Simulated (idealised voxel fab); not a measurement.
You're looking at the process module voxel released beams.
Square cells of 5 nm make up the cross-section cut, whose width is 285 nm.
Square cells in a grid make up a cross-section in this document, and the grid is given as bands, listed from the top down, each one or more rows of cells. Per band: top height and bottom height in nm, followed by the left-to-right materials and their widths in nm; "edge to edge" marks a single material spanning edge to edge, "air" marks empty space. Heights are expressed relative to 0, this being the level below which the as-received wafer comprises one material exclusively. The lowest band is unbounded in the downward direction and is denoted as in "z 0 and below". When a width is written as two numbers, as in "30..40", the first number is the width in the top row of cells of the band and the second is the width in its bottom row, and the width changes by the same amount from each row to the next. Step note "remained unchanged" = no cross-section cell changed. The entry titled "Trapped void list" provides the empty spaces that have no open way to the top, restricted to those of 8 cells or more. Each is presented as width x height at distance, the distance being measured from the left edge, with all three in nm. On each step's line, the part that comes after the settings is the simulator's own comment on the step. overlay nm: where the mask lay relative to plan, measured to the right, on steps with a mask; negatives go left.
[This section lists the process steps that were planned]
1 RECEIVE (material Si)
2 CONFORMAL_DEP (material Al2O3; thk nm 5)
3 DIRECTIONAL_DEP (material SiO2; thk nm 20)
4 PATTERN (tone open; mask id ANCHOR; material resist; width nm 35; thk nm 20; overlay nm 0)
5 DIRECTIONAL_ETCH (etch materials SiO2; depth nm 20)
6 STRIP (etch materials resist)
7 CONFORMAL_DEP (material SiN; thk nm 15)
8 MASKED_ETCH (tone cover; mask id BEAM; width nm 85; etch materials SiN; depth nm 15; overlay nm -15)
9 STRIP (etch materials SiO2)
For clarity, it should be stated that the wafers under discussion commence in an identical condition and differ with respect to the overlay nm of step 8, the plan indicating the value that the first wafer had.
[The first of several wafers, as received after step 1, seen in section]
    z 0 and below | Si edge to edge
    Trapped void list: none
[Post step 9, the closing step of the module: first of several wafers, cross-sectioned]
    z 40 to 25 | 80 of air | 35 of SiN | 5 of air | 45 of SiN | 120 of air
    z 25 to 20 | 100 of air | 15 of SiN | 5 of air | 15 of SiN | 150 of air
    z 20 to 5 | 100 of air | 35 of SiN | 150 of air
    z 5 to 0 | Al2O3 edge to edge
    z 0 and below | Si edge to edge
    Trapped void list: none
[Last-wafer cross-section at the end of the module]
    z 40 to 25 | 110 of air | 5 of SiN | 5 of air | 75 of SiN | 90 of air
    z 25 to 20 | 100 of air | 15 of SiN | 5 of air | 15 of SiN | 150 of air
    z 20 to 5 | 100 of air | 35 of SiN | 150 of air
    z 5 to 0 | Al2O3 edge to edge
    z 0 and below | Si edge to edge
    Trapped void list: none
[Below: a row per wafer. Contents at end of module: for every material, cells gained since receipt (+) or lost since receipt (-); then closed voids]
overlay nm -15, +57 Al2O3, +75 SiN, Trapped void list: none
overlay nm -10, +57 Al2O3, +75 SiN, Trapped void list: none
overlay nm -5, +57 Al2O3, +75 SiN, Trapped void list: none
overlay nm 0, +57 Al2O3, +75 SiN, Trapped void list: none
overlay nm 5, +57 Al2O3, +75 SiN, Trapped void list: none
overlay nm 10, +57 Al2O3, +75 SiN, Trapped void list: none
overlay nm 15, +57 Al2O3, +75 SiN, Trapped void list: none
